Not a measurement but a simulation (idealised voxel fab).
The document below concerns the process module designated voxel ribs on slabs.
The cross-section shown here is cut; it is 260 nm wide and divided into square cells measuring 5 nm on a side.
Cross-section layout: square cells on a grid; listed as bands, top to bottom; a band spans one or more cell rows.
Look at the band entry: it leads with the top's height and the bottom's height in nm. Then it lists the materials left to right, with a width in nm for each. The word "throughout" on a single material says that material fills the band edge to edge. The word "air" is empty space.
Convention: height 0 is the level below which the wafer, as received, is all one material. The lowest band does not terminate at the bottom but continues downward, represented as "0 nm and below".
Width spec "30..40" -> top row of cells at first value, bottom row at second value, equal per-row change in between.
"everything unchanged" for a step: no cell of the cross-section changed in that step.
Look at "Voids lacking openings" for the closed voids: empty spaces with no open path to the top, sized 8 cells or up. Each is width x height at distance, distance from the left edge, all nm.
It should be noted that, on the line of a given step, the content following the step's settings is a remark produced by the simulator itself with respect to that step.
overlay nm, on a step with a mask: how far to the right of its planned place the mask lay; to the left if negative
The planned process steps are enumerated hereunder:
1. RECEIVE: material Si
2. DIRECTIONAL_DEP: material SiO2, thk nm 25
3. DIRECTIONAL_DEP: material SiN, thk nm 20
4. DIRECTIONAL_DEP: material aC, thk nm 15
5. PATTERN: tone cover, mask id RIB, material resist, width nm 25, thk nm 30, overlay nm 0
6. DIRECTIONAL_ETCH: etch materials aC, depth nm 15
7. STRIP: etch materials resist
8. DIRECTIONAL_ETCH: etch materials SiN, depth nm 15
9. STRIP: etch materials aC
10. DIRECTIONAL_DEP: material aC, thk nm 10
11. PATTERN: tone cover, mask id SLAB, material resist, width nm 75, thk nm 30, overlay nm 0
12. DIRECTIONAL_ETCH: etch materials aC, depth nm 10
13. STRIP: etch materials resist
14. DIRECTIONAL_ETCH: etch materials SiN, depth nm 5
15. STRIP: etch materials aC
16. FILL_DEP: material SiO2, thk nm 25
17. CMP: height nm 65
18. DIRECTIONAL_DEP: material TiN, thk nm 10
19. MASKED_ETCH: tone cover, mask id HEATER, width nm 35, etch materials TiN, depth nm 10, overlay nm 0
20. CONFORMAL_DEP: material SiO2, thk nm 5
The first wafer of two, processed as planned:
Here's what the wafer looked like in cross-section when it arrived - that's after step 1:
> 0 nm and below = Si throughout
> Voids lacking openings: none
Cross-section through the wafer, step 2 finished:
> 25 nm to 0 nm = SiO2 throughout
> Heights below 0 show no change.
Cross-section through the wafer, step 3 finished:
> 45 nm to 25 nm = SiN throughout
> Heights below 25 show no change.
Cross-section through the wafer, step 4 finished:
> 60 nm to 45 nm = aC throughout
> Heights below 45 show no change.
Cross-section through the wafer, step 5 finished:
> 90 nm to 60 nm = air 115 nm / resist 25 nm / air 120 nm
> Heights below 60 show no change.
Cross-section through the wafer, step 6 finished:
> 75 nm to 60 nm = air 115 nm / resist 25 nm / air 120 nm
> 60 nm to 45 nm = air 115 nm / aC 25 nm / air 120 nm
> Heights below 45 show no change.
Cross-section through the wafer, step 7 finished:
> 60 nm to 45 nm = air 115 nm / aC 25 nm / air 120 nm
> Heights below 45 show no change.
Cross-section through the wafer, step 8 finished:
> 60 nm to 45 nm = air 115 nm / aC 25 nm / air 120 nm
> 45 nm to 30 nm = air 115 nm / SiN 25 nm / air 120 nm
> Heights below 30 show no change.
Cross-section through the wafer, step 9 finished:
> 45 nm to 30 nm = air 115 nm / SiN 25 nm / air 120 nm
> Heights below 30 show no change.
Cross-section through the wafer, step 10 finished:
> 55 nm to 45 nm = air 115 nm / aC 25 nm / air 120 nm
> 45 nm to 40 nm = air 115 nm / SiN 25 nm / air 120 nm
> 40 nm to 30 nm = aC 115 nm / SiN 25 nm / aC 120 nm
> Heights below 30 show no change.
Cross-section through the wafer, step 11 finished:
> 85 nm to 55 nm = air 90 nm / resist 75 nm / air 95 nm
> 55 nm to 45 nm = air 90 nm / resist 25 nm / aC 25 nm / resist 25 nm / air 95 nm
> 45 nm to 40 nm = air 90 nm / resist 25 nm / SiN 25 nm / resist 25 nm / air 95 nm
> Heights below 40 show no change.
Cross-section through the wafer, step 12 finished:
> 75 nm to 55 nm = air 90 nm / resist 75 nm / air 95 nm
> 55 nm to 45 nm = air 90 nm / resist 25 nm / aC 25 nm / resist 25 nm / air 95 nm
> 45 nm to 40 nm = air 90 nm / resist 25 nm / SiN 25 nm / resist 25 nm / air 95 nm
> 40 nm to 30 nm = air 90 nm / aC 25 nm / SiN 25 nm / aC 25 nm / air 95 nm
> Heights below 30 show no change.
Cross-section through the wafer, step 13 finished:
> 55 nm to 45 nm = air 115 nm / aC 25 nm / air 120 nm
> 45 nm to 40 nm = air 115 nm / SiN 25 nm / air 120 nm
> Heights below 40 show no change.
Cross-section through the wafer, step 14 finished:
> 55 nm to 45 nm = air 115 nm / aC 25 nm / air 120 nm
> 45 nm to 40 nm = air 115 nm / SiN 25 nm / air 120 nm
> 40 nm to 30 nm = air 90 nm / aC 25 nm / SiN 25 nm / aC 25 nm / air 95 nm
> 30 nm to 25 nm = air 90 nm / SiN 75 nm / air 95 nm
> Heights below 25 show no change.
Cross-section through the wafer, step 15 finished:
> 45 nm to 30 nm = air 115 nm / SiN 25 nm / air 120 nm
> Heights below 30 show no change.
Cross-section through the wafer, step 16 finished:
> 70 nm to 45 nm = SiO2 throughout
> 45 nm to 30 nm = SiO2 115 nm / SiN 25 nm / SiO2 120 nm
> 30 nm to 25 nm = SiO2 90 nm / SiN 75 nm / SiO2 95 nm
> Heights below 25 show no change.
Cross-section through the wafer, step 17 finished:
> 65 nm to 45 nm = SiO2 throughout
> Heights below 45 show no change.
Cross-section through the wafer, step 18 finished:
> 75 nm to 65 nm = TiN throughout
> Heights below 65 show no change.
Cross-section through the wafer, step 19 finished:
> 75 nm to 65 nm = air 110 nm / TiN 35 nm / air 115 nm
> Heights below 65 show no change.
Cross-section through the wafer, step 20 finished:
> 80 nm to 75 nm = air 105 nm / SiO2 45 nm / air 110 nm
> 75 nm to 70 nm = air 105 nm / SiO2 5 nm / TiN 35 nm / SiO2 5 nm / air 110 nm
> 70 nm to 65 nm = SiO2 110 nm / TiN 35 nm / SiO2 115 nm
> Heights below 65 show no change.
For the second wafer, take the first wafer's start and plan, then add one mistake made in running it; everything through step 10, that step included, is shared with the first:
Cross-section of the second wafer when, according to plan, step 11 should have finished:
> 85 nm to 55 nm = air 85 nm / resist 85 nm / air 90 nm
> 55 nm to 45 nm = air 85 nm / resist 30 nm / aC 25 nm / resist 30 nm / air 90 nm
> 45 nm to 40 nm = air 85 nm / resist 30 nm / SiN 25 nm / resist 30 nm / air 90 nm
> Heights below 40 show no change.
Cross-section of the second wafer when, according to plan, step 12 should have finished:
> 75 nm to 55 nm = air 85 nm / resist 85 nm / air 90 nm
> 55 nm to 45 nm = air 85 nm / resist 30 nm / aC 25 nm / resist 30 nm / air 90 nm
> 45 nm to 40 nm = air 85 nm / resist 30 nm / SiN 25 nm / resist 30 nm / air 90 nm
> 40 nm to 30 nm = air 85 nm / aC 30 nm / SiN 25 nm / aC 30 nm / air 90 nm
> Heights below 30 show no change.
Cross-section of the second wafer when, according to plan, step 13 should have finished:
> 55 nm to 45 nm = air 115 nm / aC 25 nm / air 120 nm
> 45 nm to 40 nm = air 115 nm / SiN 25 nm / air 120 nm
> Heights below 40 show no change.
Cross-section of the second wafer when, according to plan, step 14 should have finished:
> 55 nm to 45 nm = air 115 nm / aC 25 nm / air 120 nm
> 45 nm to 40 nm = air 115 nm / SiN 25 nm / air 120 nm
> 40 nm to 30 nm = air 85 nm / aC 30 nm / SiN 25 nm / aC 30 nm / air 90 nm
> 30 nm to 25 nm = air 85 nm / SiN 85 nm / air 90 nm
> Heights below 25 show no change.
Cross-section of the second wafer when, according to plan, step 15 should have finished:
> 45 nm to 30 nm = air 115 nm / SiN 25 nm / air 120 nm
> Heights below 30 show no change.
Cross-section of the second wafer when, according to plan, step 16 should have finished:
> 70 nm to 45 nm = SiO2 throughout
> 45 nm to 30 nm = SiO2 115 nm / SiN 25 nm / SiO2 120 nm
> 30 nm to 25 nm = SiO2 85 nm / SiN 85 nm / SiO2 90 nm
> Heights below 25 show no change.
Cross-section of the second wafer when, according to plan, step 17 should have finished:
> 65 nm to 45 nm = SiO2 throughout
> Heights below 45 show no change.
Cross-section of the second wafer when, according to plan, step 18 should have finished:
> 75 nm to 65 nm = TiN throughout
> Heights below 65 show no change.
Cross-section of the second wafer when, according to plan, step 19 should have finished:
> 75 nm to 65 nm = air 110 nm / TiN 35 nm / air 115 nm
> Heights below 65 show no change.
Cross-section of the second wafer when, according to plan, step 20 should have finished:
> 80 nm to 75 nm = air 105 nm / SiO2 45 nm / air 110 nm
> 75 nm to 70 nm = air 105 nm / SiO2 5 nm / TiN 35 nm / SiO2 5 nm / air 110 nm
> 70 nm to 65 nm = SiO2 110 nm / TiN 35 nm / SiO2 115 nm
> Heights below 65 show no change.
What broke from the plan during processing? step 11 did not happen as planned, as run it was PATTERN: tone cover, mask id SLAB, material resist, width nm 85, thk nm 30, overlay nm 0
Upon completion, the second wafer contains, in terms of cells, a greater or smaller amount of certain materials than the first wafer: SiN +2; SiO2 -2
